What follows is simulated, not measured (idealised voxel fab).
The process module that follows is named voxel fin reveal.
The cross-section on display is named cut; it measures 300 nm wide, and its cells are 5 nm squares.
We lay out every cross-section as a grid of square cells and spell it out in bands from the top down, where one band means one or more rows of cells.
Band: top height; bottom height; in nm. Then, left to right: material with width in nm, for each material. "throughout": a single material spanning edge to edge. "blank": empty space.
Height reference: 0 = level under which incoming wafer is all one material. Lowest band: no bottom, runs on downward, e.g. "0..down".
The two numbers in a width such as "30 to 40" mark its ends across the band: the first belongs to the top row of cells, the second to the bottom row, and from each row to the next the width moves by the same amount.
"no alteration" for a step: no cell of the cross-section changed in that step.
So "Closed void table" is basically the list of trapped voids: any empty space of 8 cells or more that can't reach the top through an opening. They're written width x height at distance, the distance being from the left edge, and it's all nm.
On a step's line, text after the settings is the simulator commenting on that step.
The "overlay nm" setting may appear on a step's line; for a step that uses a mask, it gives how far to the right of its planned position the mask lay, and a negative value indicates the left.

This section lists the process steps that were planned:
1,RECEIVE (material Si)
2,CONFORMAL_DEP (material SiN; thk nm 10)
3,PATTERN (tone cover; mask id FINS; material resist; width nm 15; pitch nm 35; thk nm 15; overlay nm 0)
4,DIRECTIONAL_ETCH (etch materials SiN; depth nm 10)
5,DIRECTIONAL_ETCH (etch materials Si; depth nm 35)
6,STRIP (etch materials resist)
7,FILL_DEP (material SiO2; thk nm 10)
8,CMP (height nm 10)
9,SELECTIVE_ETCH (etch materials SiO2; depth nm 35)
10,STRIP (etch materials SiN)
11,CONFORMAL_DEP (material SiO2; thk nm 5)

Of two wafers, the first: run according to plan:

Wafer cross-section on receipt, i.e. after step 1:
> 0..down  Si throughout
> Closed void table: none

The wafer in cross-section once step 2 is complete:
> 10..0  SiN throughout
> Below a height of 0, the structure has not been altered.

The wafer in cross-section once step 3 is complete:
> 25..10  blank 105 nm | resist 15 nm | blank 20 nm | resist 15 nm | blank 20 nm | resist 15 nm | blank 110 nm
> Below a height of 10, the structure has not been altered.

The wafer in cross-section once step 4 is complete:
> 25..10  blank 105 nm | resist 15 nm | blank 20 nm | resist 15 nm | blank 20 nm | resist 15 nm | blank 110 nm
> 10..0  blank 105 nm | SiN 15 nm | blank 20 nm | SiN 15 nm | blank 20 nm | SiN 15 nm | blank 110 nm
> Below a height of 0, the structure has not been altered.

The wafer in cross-section once step 5 is complete:
> 25..10  blank 105 nm | resist 15 nm | blank 20 nm | resist 15 nm | blank 20 nm | resist 15 nm | blank 110 nm
> 10..0  blank 105 nm | SiN 15 nm | blank 20 nm | SiN 15 nm | blank 20 nm | SiN 15 nm | blank 110 nm
> 0..-35  blank 105 nm | Si 15 nm | blank 20 nm | Si 15 nm | blank 20 nm | Si 15 nm | blank 110 nm
> Below a height of -35, the structure has not been altered.

The wafer in cross-section once step 6 is complete:
> 10..0  blank 105 nm | SiN 15 nm | blank 20 nm | SiN 15 nm | blank 20 nm | SiN 15 nm | blank 110 nm
> Below a height of 0, the structure has not been altered.

The wafer in cross-section once step 7 is complete:
> 20..10  SiO2 throughout
> 10..0  SiO2 105 nm | SiN 15 nm | SiO2 20 nm | SiN 15 nm | SiO2 20 nm | SiN 15 nm | SiO2 110 nm
> 0..-35  SiO2 105 nm | Si 15 nm | SiO2 20 nm | Si 15 nm | SiO2 20 nm | Si 15 nm | SiO2 110 nm
> Below a height of -35, the structure has not been altered.

The wafer in cross-section once step 8 is complete:
> 10..0  SiO2 105 nm | SiN 15 nm | SiO2 20 nm | SiN 15 nm | SiO2 20 nm | SiN 15 nm | SiO2 110 nm
> Below a height of 0, the structure has not been altered.

The wafer in cross-section once step 9 is complete:
> 10..0  blank 105 nm | SiN 15 nm | blank 20 nm | SiN 15 nm | blank 20 nm | SiN 15 nm | blank 110 nm
> 0..-25  blank 105 nm | Si 15 nm | blank 20 nm | Si 15 nm | blank 20 nm | Si 15 nm | blank 110 nm
> Below a height of -25, the structure has not been altered.

The wafer in cross-section once step 10 is complete:
> 0..-25  blank 105 nm | Si 15 nm | blank 20 nm | Si 15 nm | blank 20 nm | Si 15 nm | blank 110 nm
> Below a height of -25, the structure has not been altered.

The wafer in cross-section once step 11 is complete:
> 5..0  blank 100 nm | SiO2 25 nm | blank 10 nm | SiO2 25 nm | blank 10 nm | SiO2 25 nm | blank 105 nm
> 0..-20  blank 100 nm | SiO2 5 nm | Si 15 nm | SiO2 5 nm | blank 10 nm | SiO2 5 nm | Si 15 nm | SiO2 5 nm | blank 10 nm | SiO2 5 nm | Si 15 nm | SiO2 5 nm | blank 105 nm
> -20..-35  SiO2 105 nm | Si 15 nm | SiO2 20 nm | Si 15 nm | SiO2 20 nm | Si 15 nm | SiO2 110 nm
> Below a height of -35, the structure has not been altered.

Now the other wafer: same start, same recipe, but we messed up one thing when running it. Up to and including step 2 it's the same as the first one:

Second wafer, cut view, end of step 3 per plan:
> 25..10  blank 110 nm | resist 15 nm | blank 20 nm | resist 15 nm | blank 20 nm | resist 15 nm | blank 105 nm
> Below a height of 10, the structure has not been altered.

Second wafer, cut view, end of step 4 per plan:
> 25..10  blank 110 nm | resist 15 nm | blank 20 nm | resist 15 nm | blank 20 nm | resist 15 nm | blank 105 nm
> 10..0  blank 110 nm | SiN 15 nm | blank 20 nm | SiN 15 nm | blank 20 nm | SiN 15 nm | blank 105 nm
> Below a height of 0, the structure has not been altered.

Second wafer, cut view, end of step 5 per plan:
> 25..10  blank 110 nm | resist 15 nm | blank 20 nm | resist 15 nm | blank 20 nm | resist 15 nm | blank 105 nm
> 10..0  blank 110 nm | SiN 15 nm | blank 20 nm | SiN 15 nm | blank 20 nm | SiN 15 nm | blank 105 nm
> 0..-35  blank 110 nm | Si 15 nm | blank 20 nm | Si 15 nm | blank 20 nm | Si 15 nm | blank 105 nm
> Below a height of -35, the structure has not been altered.

Second wafer, cut view, end of step 6 per plan:
> 10..0  blank 110 nm | SiN 15 nm | blank 20 nm | SiN 15 nm | blank 20 nm | SiN 15 nm | blank 105 nm
> Below a height of 0, the structure has not been altered.

Second wafer, cut view, end of step 7 per plan:
> 20..10  SiO2 throughout
> 10..0  SiO2 110 nm | SiN 15 nm | SiO2 20 nm | SiN 15 nm | SiO2 20 nm | SiN 15 nm | SiO2 105 nm
> 0..-35  SiO2 110 nm | Si 15 nm | SiO2 20 nm | Si 15 nm | SiO2 20 nm | Si 15 nm | SiO2 105 nm
> Below a height of -35, the structure has not been altered.

Second wafer, cut view, end of step 8 per plan:
> 10..0  SiO2 110 nm | SiN 15 nm | SiO2 20 nm | SiN 15 nm | SiO2 20 nm | SiN 15 nm | SiO2 105 nm
> Below a height of 0, the structure has not been altered.

Second wafer, cut view, end of step 9 per plan:
> 10..0  blank 110 nm | SiN 15 nm | blank 20 nm | SiN 15 nm | blank 20 nm | SiN 15 nm | blank 105 nm
> 0..-25  blank 110 nm | Si 15 nm | blank 20 nm | Si 15 nm | blank 20 nm | Si 15 nm | blank 105 nm
> Below a height of -25, the structure has not been altered.

Second wafer, cut view, end of step 10 per plan:
> 0..-25  blank 110 nm | Si 15 nm | blank 20 nm | Si 15 nm | blank 20 nm | Si 15 nm | blank 105 nm
> Below a height of -25, the structure has not been altered.

Second wafer, cut view, end of step 11 per plan:
> 5..0  blank 105 nm | SiO2 25 nm | blank 10 nm | SiO2 25 nm | blank 10 nm | SiO2 25 nm | blank 100 nm
> 0..-20  blank 105 nm | SiO2 5 nm | Si 15 nm | SiO2 5 nm | blank 10 nm | SiO2 5 nm | Si 15 nm | SiO2 5 nm | blank 10 nm | SiO2 5 nm | Si 15 nm | SiO2 5 nm | blank 100 nm
> -20..-35  SiO2 110 nm | Si 15 nm | SiO2 20 nm | Si 15 nm | SiO2 20 nm | Si 15 nm | SiO2 105 nm
> Below a height of -35, the structure has not been altered.
In executing the process, a mistake was made relative to the plan: step 3 ran with different settings than intended, the actual operation and settings being PATTERN (tone cover; mask id FINS; material resist; width nm 15; pitch nm 35; thk nm 15; overlay nm 5)
By the end, you'd get the same cell count for each material on either wafer, but the second wafer puts them somewhere else.
